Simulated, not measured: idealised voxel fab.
Proc. module: voxel fin reveal
Cross-section cut spans 215 nm and uses square cells 5 nm in size.
Reading order for cross-sections: top band down to bottom band. Underlying form: a grid of square cells. Band size: one or more rows of cells. Within each band entry, the heights of the top and of the bottom of the band appear first, in that order and in nm; the materials of the band then follow from left to right, each with its corresponding width in nm. The designation "everywhere" on a single material indicates that it fills the band from edge to edge; the designation "blank" indicates empty space. Heights are measured from 0, the level below which the as-received wafer is all one material; the lowest band has no bottom and continues downward, written as in "top 0, no bottom". Per-row width for "30..40": begins at first number (top row of band), ends at second number (bottom row), increment between rows held constant. Step marked "no modification"? Then no cell in the cross-section changed in it. Entry "Trapped voids". Content: empty spaces with no open connection to the top, size 8 cells or greater. Each: width x height at distance. Distance: from left edge. Unit: nm. Step line, after settings: the simulator's comment on this step. "overlay nm" denotes, for a step that has a mask, the displacement of the mask to the right of its planned place, with negative values corresponding to the left.

**The planned process steps are enumerated hereunder**
1) RECEIVE,material Si
2) CONFORMAL_DEP,material SiN,thk nm 5
3) PATTERN,tone cover,mask id FINS,material resist,width nm 15,pitch nm 40,thk nm 15,overlay nm 0
4) DIRECTIONAL_ETCH,etch materials SiN,depth nm 5
5) DIRECTIONAL_ETCH,etch materials Si,depth nm 40
6) STRIP,etch materials resist
7) FILL_DEP,material SiO2,thk nm 15
8) CMP,height nm 5
9) SELECTIVE_ETCH,etch materials SiO2,depth nm 15
10) STRIP,etch materials SiN

**As-received wafer cross-section (after step 1)**
> top 0, no bottom: Si everywhere
> Trapped voids: none

**What the wafer looks like in cross-section after this module, when it starts as shown above and follows the plan above but one mistake is made in running it**
> top 0, bottom -25: blank (60)  Si (15)  blank (25)  Si (15)  blank (25)  Si (15)  blank (60)
> top -25, bottom -40: SiO2 (60)  Si (15)  SiO2 (25)  Si (15)  SiO2 (25)  Si (15)  SiO2 (60)
> top -40, no bottom: Si everywhere
> Trapped voids: none
In executing the process, a mistake was made relative to the plan: it should be noted that step 9 of the plan was executed twice
